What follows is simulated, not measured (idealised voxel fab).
process module | voxel tone inversion
cross-section cut | 140 nm wide | cells 5 nm
A cross-section is a grid of square cells, given in bands from the top down. A band is one or more rows of cells.
Each band's line starts with the height of the band's top and of its bottom, in nm. Then come its materials from left to right, each with its width in nm. One material with "throughout" fills the band from edge to edge. "air" is empty space.
Height 0 is the level under which the wafer as received is all one material. The lowest band goes on downwards, as in "0 down".
A width such as "30 to 40" changes by the same amount from each row of cells to the next, from the band's top row to its bottom row.
"no change" after a step means that no cell of the cross-section changed.
closed voids: empty space of 8 cells or more with no open way to the top, each as width x height at its distance from the left edge, in nm
after a step's settings: what the simulator itself notes on the step
overlay nm, on a step with a mask: how far to the right of its planned place the mask lay; to the left if negative
plan
1 op RECEIVE | material Si
2 op CONFORMAL_DEP | material SiCN | thk nm 10
3 op DIRECTIONAL_DEP | material aC | thk nm 20
4 op PATTERN | tone cover | mask id POSTS | material resist | width nm 15 | pitch nm 45 | thk nm 30 | overlay nm 0
5 op DIRECTIONAL_ETCH | etch materials aC | depth nm 20
6 op STRIP | etch materials resist
7 op FILL_DEP | material lowk | thk nm 5
8 op CMP | height nm 30
9 op STRIP | etch materials aC
as received, after step 1
  0 down: Si throughout
  closed voids: none
a wafer at the end: this start, this plan, one mistake
  30 to 20: SiCN throughout
  20 to 0: aC throughout
  0 down: Si throughout
  closed voids: none
what went wrong: steps 2 and 3 were swapped
